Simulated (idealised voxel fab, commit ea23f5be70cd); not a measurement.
Process module name: voxel tone inversion
For reference, the cross-section in this document is cut, with width 240 nm and square cells of 5 nm.
In what follows, cross-sections appear as grids of square cells, described through bands that run from the top down, where every band is one or more rows of cells. This entry defines a band. It first specifies the height of the band's top and the height of its bottom in nm, and then specifies the band's materials from left to right, stating each material with its width in nm. The word "throughout" identifies a single material that fills the band from edge to edge, while the word "empty" identifies empty space. Ref level 0: as-received wafer is one material below here. Bottom band extends down with no lower bound ("top 0, no bottom"). The two numbers in a width such as "30..40" mark its ends across the band: the first belongs to the top row of cells, the second to the bottom row, and from each row to the next the width moves by the same amount. "remained unchanged", as given for a step, is the statement that not any cell of the cross-section underwent a change during that step. "Unvented voids" enumerates empty spaces isolated from the top, with no open way to it, that contain at least 8 cells, giving each as width x height at distance from the left edge, all three in nm. What comes after the settings on a step's line is commentary from the simulator itself on that step. "overlay nm" answers the question of how far to the right of plan the mask lay on a step that has a mask, and when it is negative the answer is to the left.

**Process steps - plan**
- 1: RECEIVE with material Si
- 2: CONFORMAL_DEP with material SiN, thk nm 5
- 3: DIRECTIONAL_DEP with material polySi, thk nm 20
- 4: PATTERN with tone cover, mask id POSTS, material resist, width nm 15, pitch nm 45, thk nm 25, overlay nm 0
- 5: DIRECTIONAL_ETCH with etch materials polySi, depth nm 20
- 6: STRIP with etch materials resist
- 7: FILL_DEP with material lowk, thk nm 10
- 8: CMP with height nm 25
- 9: STRIP with etch materials polySi
- 10: CONFORMAL_DEP with material TiN, thk nm 5
- 11: FILL_DEP with material Cu, thk nm 10
- 12: CMP with height nm 25
- 13: CONFORMAL_DEP with material SiCN, thk nm 5

**Wafer, first of two, run as planned**

**as received, after step 1**
> top 0, no bottom: Si throughout
> Unvented voids: none

**The following cross-section depicts the wafer upon completion of step 2**
> top 5, bottom 0: SiN throughout
> Under the height 0 nothing was changed.

**The following cross-section depicts the wafer upon completion of step 3**
> top 25, bottom 5: polySi throughout
> Under the height 5 nothing was changed.

**The following cross-section depicts the wafer upon completion of step 4**
> top 50, bottom 25: empty 45 nm; resist 15 nm; empty 30 nm; resist 15 nm; empty 30 nm; resist 15 nm; empty 30 nm; resist 15 nm; empty 45 nm
> Under the height 25 nothing was changed.

**The following cross-section depicts the wafer upon completion of step 5**
> top 50, bottom 25: empty 45 nm; resist 15 nm; empty 30 nm; resist 15 nm; empty 30 nm; resist 15 nm; empty 30 nm; resist 15 nm; empty 45 nm
> top 25, bottom 5: empty 45 nm; polySi 15 nm; empty 30 nm; polySi 15 nm; empty 30 nm; polySi 15 nm; empty 30 nm; polySi 15 nm; empty 45 nm
> Under the height 5 nothing was changed.

**The following cross-section depicts the wafer upon completion of step 6**
> top 25, bottom 5: empty 45 nm; polySi 15 nm; empty 30 nm; polySi 15 nm; empty 30 nm; polySi 15 nm; empty 30 nm; polySi 15 nm; empty 45 nm
> Under the height 5 nothing was changed.

**The following cross-section depicts the wafer upon completion of step 7**
> top 35, bottom 25: lowk throughout
> top 25, bottom 5: lowk 45 nm; polySi 15 nm; lowk 30 nm; polySi 15 nm; lowk 30 nm; polySi 15 nm; lowk 30 nm; polySi 15 nm; lowk 45 nm
> Under the height 5 nothing was changed.

**The following cross-section depicts the wafer upon completion of step 8**
> top 25, bottom 5: lowk 45 nm; polySi 15 nm; lowk 30 nm; polySi 15 nm; lowk 30 nm; polySi 15 nm; lowk 30 nm; polySi 15 nm; lowk 45 nm
> Under the height 5 nothing was changed.

**The following cross-section depicts the wafer upon completion of step 9**
> top 25, bottom 5: lowk 45 nm; empty 15 nm; lowk 30 nm; empty 15 nm; lowk 30 nm; empty 15 nm; lowk 30 nm; empty 15 nm; lowk 45 nm
> Under the height 5 nothing was changed.

**The following cross-section depicts the wafer upon completion of step 10**
> top 30, bottom 25: TiN 50 nm; empty 5 nm; TiN 40 nm; empty 5 nm; TiN 40 nm; empty 5 nm; TiN 40 nm; empty 5 nm; TiN 50 nm
> top 25, bottom 10: lowk 45 nm; TiN 5 nm; empty 5 nm; TiN 5 nm; lowk 30 nm; TiN 5 nm; empty 5 nm; TiN 5 nm; lowk 30 nm; TiN 5 nm; empty 5 nm; TiN 5 nm; lowk 30 nm; TiN 5 nm; empty 5 nm; TiN 5 nm; lowk 45 nm
> top 10, bottom 5: lowk 45 nm; TiN 15 nm; lowk 30 nm; TiN 15 nm; lowk 30 nm; TiN 15 nm; lowk 30 nm; TiN 15 nm; lowk 45 nm
> Under the height 5 nothing was changed.

**The following cross-section depicts the wafer upon completion of step 11**
> top 40, bottom 30: Cu throughout
> top 30, bottom 25: TiN 50 nm; Cu 5 nm; TiN 40 nm; Cu 5 nm; TiN 40 nm; Cu 5 nm; TiN 40 nm; Cu 5 nm; TiN 50 nm
> top 25, bottom 10: lowk 45 nm; TiN 5 nm; Cu 5 nm; TiN 5 nm; lowk 30 nm; TiN 5 nm; Cu 5 nm; TiN 5 nm; lowk 30 nm; TiN 5 nm; Cu 5 nm; TiN 5 nm; lowk 30 nm; TiN 5 nm; Cu 5 nm; TiN 5 nm; lowk 45 nm
> Under the height 10 nothing was changed.

**The following cross-section depicts the wafer upon completion of step 12**
> top 25, bottom 10: lowk 45 nm; TiN 5 nm; Cu 5 nm; TiN 5 nm; lowk 30 nm; TiN 5 nm; Cu 5 nm; TiN 5 nm; lowk 30 nm; TiN 5 nm; Cu 5 nm; TiN 5 nm; lowk 30 nm; TiN 5 nm; Cu 5 nm; TiN 5 nm; lowk 45 nm
> Under the height 10 nothing was changed.

**The following cross-section depicts the wafer upon completion of step 13**
> top 30, bottom 25: SiCN throughout
> Under the height 25 nothing was changed.

**second wafer: like start, like plan, one mistake. Through step 11 it matches the first wafer**

**X-section, second wafer, when step 12 was due to finish**
> top 25, bottom 10: lowk 45 nm; TiN 5 nm; Cu 5 nm; TiN 5 nm; lowk 30 nm; TiN 5 nm; Cu 5 nm; TiN 5 nm; lowk 30 nm; TiN 5 nm; Cu 5 nm; TiN 5 nm; lowk 30 nm; TiN 5 nm; Cu 5 nm; TiN 5 nm; lowk 45 nm
> Under the height 10 nothing was changed.

**X-section, second wafer, when step 13 was due to finish**
> top 30, bottom 25: SiCN throughout
> Under the height 25 nothing was changed.
Diagnosis: plan step 12 was twice executed
at the end the two cross-sections are the same: no effect in what this model computes
